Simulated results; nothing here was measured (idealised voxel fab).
This is a process module. Its name is voxel ribs on slabs.
The cross-section on display is named cut; it measures 140 nm wide, and its cells are 5 nm squares.
Each cross-section below is a grid of square cells, stated as bands in top-down order, with one or more rows of cells making up each band. Heights first: top, then bottom, in nm. Then materials, left to right, each with a width in nm. "all across" on a single material: fills the band edge to edge. "empty": empty space. Basically, 0 is our baseline, since under it the wafer straight out of the box is all one material. The bottom band has no lower end and keeps on going down, so it looks like "0 -> down". When a width is written as two numbers, as in "30..40", the first number is the width in the top row of cells of the band and the second is the width in its bottom row, and the width changes by the same amount from each row to the next. Basically "no alteration" means that step didn't change any cell in the cross-section. Trapped cavities: empty space of 8 cells or more with no open way to the top, each as width x height at its distance from the left edge, in nm. On a step's line, text after the settings is the simulator commenting on that step. "overlay nm" answers the question of how far to the right of plan the mask lay on a step that has a mask, and when it is negative the answer is to the left.
# The steps planned for the process are as follows
- 1: RECEIVE,material Si
- 2: DIRECTIONAL_DEP,material SiO2,thk nm 20
- 3: DIRECTIONAL_DEP,material polySi,thk nm 20
- 4: PATTERN,tone cover,mask id RIB,material resist,width nm 30,thk nm 20,overlay nm 0
- 5: DIRECTIONAL_ETCH,etch materials polySi,depth nm 15
- 6: STRIP,etch materials resist
- 7: DIRECTIONAL_DEP,material aC,thk nm 15
- 8: PATTERN,tone cover,mask id SLAB,material resist,width nm 60,thk nm 35,overlay nm -15
- 9: DIRECTIONAL_ETCH,etch materials aC,depth nm 15
- 10: STRIP,etch materials resist
- 11: DIRECTIONAL_ETCH,etch materials polySi,depth nm 5
- 12: STRIP,etch materials aC
- 13: FILL_DEP,material SiO2,thk nm 15
- 14: CMP,height nm 50
- 15: DIRECTIONAL_DEP,material TiN,thk nm 5
- 16: MASKED_ETCH,tone cover,mask id HEATER,width nm 40,etch materials TiN,depth nm 5,overlay nm 0
- 17: CONFORMAL_DEP,material SiO2,thk nm 5
Quick note for whoever runs this: the wafers start identical, but the overlay nm at step 8 isn't the same across them. The plan just shows what the first wafer had.
# After step 1, as received: first of several wafers, cross-section
	0 -> down = Si all across
	Trapped cavities: none
# First of several wafers: cross-section at the end of the module, after step 17, its last step
	60 -> 55 = 45 nm empty, 50 nm SiO2, 45 nm empty
	55 -> 50 = 50 nm SiO2, 40 nm TiN, 50 nm SiO2
	50 -> 40 = SiO2 all across
	40 -> 25 = 55 nm SiO2, 30 nm polySi, 55 nm SiO2
	25 -> 20 = 25 nm SiO2, 60 nm polySi, 55 nm SiO2
	20 -> 0 = SiO2 all across
	0 -> down = Si all across
	Trapped cavities: none
# End of module: cross-section, last of several wafers
	60 -> 55 = 45 nm empty, 50 nm SiO2, 45 nm empty
	55 -> 50 = 50 nm SiO2, 40 nm TiN, 50 nm SiO2
	50 -> 40 = SiO2 all across
	40 -> 25 = 55 nm SiO2, 30 nm polySi, 55 nm SiO2
	25 -> 20 = 55 nm SiO2, 60 nm polySi, 25 nm SiO2
	20 -> 0 = SiO2 all across
	0 -> down = Si all across
	Trapped cavities: none
# Each row below is a wafer at the end of the module, listing for every material the number of cells it has gained (+) or lost (-) since it was received, followed by its closed voids
overlay nm -15; +280 SiO2; +8 TiN; +30 polySi; Trapped cavities: none
overlay nm -10; +280 SiO2; +8 TiN; +30 polySi; Trapped cavities: none
overlay nm -5; +280 SiO2; +8 TiN; +30 polySi; Trapped cavities: none
overlay nm 0; +280 SiO2; +8 TiN; +30 polySi; Trapped cavities: none
overlay nm 5; +280 SiO2; +8 TiN; +30 polySi; Trapped cavities: none
overlay nm 10; +280 SiO2; +8 TiN; +30 polySi; Trapped cavities: none
overlay nm 15; +280 SiO2; +8 TiN; +30 polySi; Trapped cavities: none
